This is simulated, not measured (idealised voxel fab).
Process module name: voxel self aligned contacts
The cross-section shown here is cut; it is 160 nm wide and divided into square cells measuring 5 nm on a side.
How to read a cross-section here: the picture is a grid of square cells, written as bands going from the top down, and any band can span one or more rows of cells.
A band entry consists of two parts. The first gives the height of the band's top and the height of its bottom, in nm. The rest lists the band's materials from left to right, each with its width in nm. A single material labelled with the word "throughout" fills the band from edge to edge, and the word "air" marks empty space.
Note: height 0 marks the level under which the wafer is uniformly one material as received. Lowest band unbounded below, written "top 0, no bottom".
When a width is written as two numbers, as in "30->40", the first number is the width in the top row of cells of the band and the second is the width in its bottom row, and the width changes by the same amount from each row to the next.
You'll sometimes find "nothing changed" written for a step, and that's the way of saying that nowhere in the cross-section did a cell change during that step.
Listed in "Listed closed voids": every empty space of 8 or more cells without an open way to the top. Form: width x height at distance, the distance being from the left edge, all in nm.
Past the settings on a step's line: simulator remark, on that step.
The line of a step may include "overlay nm". On a step with a mask, this value is how far to the right of its planned place the mask lay. A negative value means the mask lay to the left.
-- List of planned process steps
1) RECEIVE with material Si
2) OXIDIZE with depth nm 5
3) DIRECTIONAL_DEP with material polySi, thk nm 30
4) DIRECTIONAL_DEP with material SiN, thk nm 25
5) PATTERN with tone cover, mask id GATE, material resist, width nm 35, pitch nm 70, thk nm 20, overlay nm 0
6) DIRECTIONAL_ETCH with etch materials SiN, depth nm 25
7) DIRECTIONAL_ETCH with etch materials polySi, depth nm 30
8) STRIP with etch materials resist
9) CONFORMAL_DEP with material SiN, thk nm 10
10) DIRECTIONAL_ETCH with etch materials SiN, depth nm 10
11) FILL_DEP with material SiO2, thk nm 15
12) CMP with height nm 65
13) DIRECTIONAL_DEP with material aC, thk nm 15
14) PATTERN with tone open, mask id CONTACT, material resist, width nm 45, thk nm 35, overlay nm 0
15) DIRECTIONAL_ETCH with etch materials aC, depth nm 15
16) STRIP with etch materials resist
17) DIRECTIONAL_ETCH with etch materials SiO2, depth nm 70
18) STRIP with etch materials aC
19) CONFORMAL_DEP with material TiN, thk nm 5
20) FILL_DEP with material W, thk nm 10
21) CMP with height nm 65
22) CONFORMAL_DEP with material SiN, thk nm 5
-- Below: the first of two wafers, run as planned
-- As-received state of the wafer in cross-section, equivalent to post-step 1
* top 0, no bottom: Si throughout
* Listed closed voids: none
-- The wafer, seen in cross-section, after step 2
* top 0, bottom -5: SiO2 throughout
* Note: structure below -5 unchanged.
-- The wafer, seen in cross-section, after step 3
* top 30, bottom 0: polySi throughout
* Note: structure below 0 unchanged.
-- The wafer, seen in cross-section, after step 4
* top 55, bottom 30: SiN throughout
* Note: structure below 30 unchanged.
-- The wafer, seen in cross-section, after step 5
* top 75, bottom 55: 25 of air; 35 of resist; 35 of air; 35 of resist; 30 of air
* Note: structure below 55 unchanged.
-- The wafer, seen in cross-section, after step 6
* top 75, bottom 55: 25 of air; 35 of resist; 35 of air; 35 of resist; 30 of air
* top 55, bottom 30: 25 of air; 35 of SiN; 35 of air; 35 of SiN; 30 of air
* Note: structure below 30 unchanged.
-- The wafer, seen in cross-section, after step 7
* top 75, bottom 55: 25 of air; 35 of resist; 35 of air; 35 of resist; 30 of air
* top 55, bottom 30: 25 of air; 35 of SiN; 35 of air; 35 of SiN; 30 of air
* top 30, bottom 0: 25 of air; 35 of polySi; 35 of air; 35 of polySi; 30 of air
* Note: structure below 0 unchanged.
-- The wafer, seen in cross-section, after step 8
* top 55, bottom 30: 25 of air; 35 of SiN; 35 of air; 35 of SiN; 30 of air
* Note: structure below 30 unchanged.
-- The wafer, seen in cross-section, after step 9
* top 65, bottom 30: 15 of air; 55 of SiN; 15 of air; 55 of SiN; 20 of air
* top 30, bottom 10: 15 of air; 10 of SiN; 35 of polySi; 10 of SiN; 15 of air; 10 of SiN; 35 of polySi; 10 of SiN; 20 of air
* top 10, bottom 0: 25 of SiN; 35 of polySi; 35 of SiN; 35 of polySi; 30 of SiN
* Note: structure below 0 unchanged.
-- The wafer, seen in cross-section, after step 10
* top 55, bottom 30: 15 of air; 55 of SiN; 15 of air; 55 of SiN; 20 of air
* top 30, bottom 0: 15 of air; 10 of SiN; 35 of polySi; 10 of SiN; 15 of air; 10 of SiN; 35 of polySi; 10 of SiN; 20 of air
* Note: structure below 0 unchanged.
-- The wafer, seen in cross-section, after step 11
* top 70, bottom 55: SiO2 throughout
* top 55, bottom 30: 15 of SiO2; 55 of SiN; 15 of SiO2; 55 of SiN; 20 of SiO2
* top 30, bottom 0: 15 of SiO2; 10 of SiN; 35 of polySi; 10 of SiN; 15 of SiO2; 10 of SiN; 35 of polySi; 10 of SiN; 20 of SiO2
* Note: structure below 0 unchanged.
-- The wafer, seen in cross-section, after step 12
* top 65, bottom 55: SiO2 throughout
* Note: structure below 55 unchanged.
-- The wafer, seen in cross-section, after step 13
* top 80, bottom 65: aC throughout
* Note: structure below 65 unchanged.
-- The wafer, seen in cross-section, after step 14
* top 115, bottom 80: 55 of resist; 45 of air; 60 of resist
* Note: structure below 80 unchanged.
-- The wafer, seen in cross-section, after step 15
* top 100, bottom 80: 55 of resist; 45 of air; 60 of resist
* top 80, bottom 65: 55 of aC; 45 of air; 60 of aC
* Note: structure below 65 unchanged.
-- The wafer, seen in cross-section, after step 16
* top 80, bottom 65: 55 of aC; 45 of air; 60 of aC
* Note: structure below 65 unchanged.
-- The wafer, seen in cross-section, after step 17
* top 80, bottom 65: 55 of aC; 45 of air; 60 of aC
* top 65, bottom 55: 55 of SiO2; 45 of air; 60 of SiO2
* top 55, bottom 30: 15 of SiO2; 55 of SiN; 15 of air; 55 of SiN; 20 of SiO2
* top 30, bottom 0: 15 of SiO2; 10 of SiN; 35 of polySi; 10 of SiN; 15 of air; 10 of SiN; 35 of polySi; 10 of SiN; 20 of SiO2
* top 0, bottom -5: 70 of SiO2; 15 of air; 75 of SiO2
* Note: structure below -5 unchanged.
-- The wafer, seen in cross-section, after step 18
* top 65, bottom 55: 55 of SiO2; 45 of air; 60 of SiO2
* Note: structure below 55 unchanged.
-- The wafer, seen in cross-section, after step 19
* top 70, bottom 65: 60 of TiN; 35 of air; 65 of TiN
* top 65, bottom 55: 55 of SiO2; 5->20 of TiN; 35->5 of air; 5->20 of TiN; 60 of SiO2
* top 55, bottom 30: 15 of SiO2; 55 of SiN; 5 of TiN; 5 of air; 5 of TiN; 55 of SiN; 20 of SiO2
* top 30, bottom 0: 15 of SiO2; 10 of SiN; 35 of polySi; 10 of SiN; 5 of TiN; 5 of air; 5 of TiN; 10 of SiN; 35 of polySi; 10 of SiN; 20 of SiO2
* top 0, bottom -5: 70 of SiO2; 15 of TiN; 75 of SiO2
* Note: structure below -5 unchanged.
-- The wafer, seen in cross-section, after step 20
* top 80, bottom 70: W throughout
* top 70, bottom 65: 60 of TiN; 35 of W; 65 of TiN
* top 65, bottom 55: 55 of SiO2; 5->20 of TiN; 35->5 of W; 5->20 of TiN; 60 of SiO2
* top 55, bottom 30: 15 of SiO2; 55 of SiN; 5 of TiN; 5 of W; 5 of TiN; 55 of SiN; 20 of SiO2
* top 30, bottom 0: 15 of SiO2; 10 of SiN; 35 of polySi; 10 of SiN; 5 of TiN; 5 of W; 5 of TiN; 10 of SiN; 35 of polySi; 10 of SiN; 20 of SiO2
* Note: structure below 0 unchanged.
-- The wafer, seen in cross-section, after step 21
* top 65, bottom 55: 55 of SiO2; 5->20 of TiN; 35->5 of W; 5->20 of TiN; 60 of SiO2
* Note: structure below 55 unchanged.
-- The wafer, seen in cross-section, after step 22
* top 70, bottom 65: SiN throughout
* Note: structure below 65 unchanged.
-- Wafer two of the pair: same origin, same plan, one error during the run; identical to wafer one up to and including step 20
-- Planned end of step 21: second wafer, cross-section
* top 75, bottom 70: W throughout
* Note: structure below 70 unchanged.
-- Planned end of step 22: second wafer, cross-section
* top 80, bottom 75: SiN throughout
* Note: structure below 75 unchanged.
The mistake made against the process plan was this: step 21, actual vs plan mismatch, actual run CMP with height nm 75
In the final state, the cell counts of the second wafer exceed or fall short of those of the first for the following materials: +25 TiN; +39 W
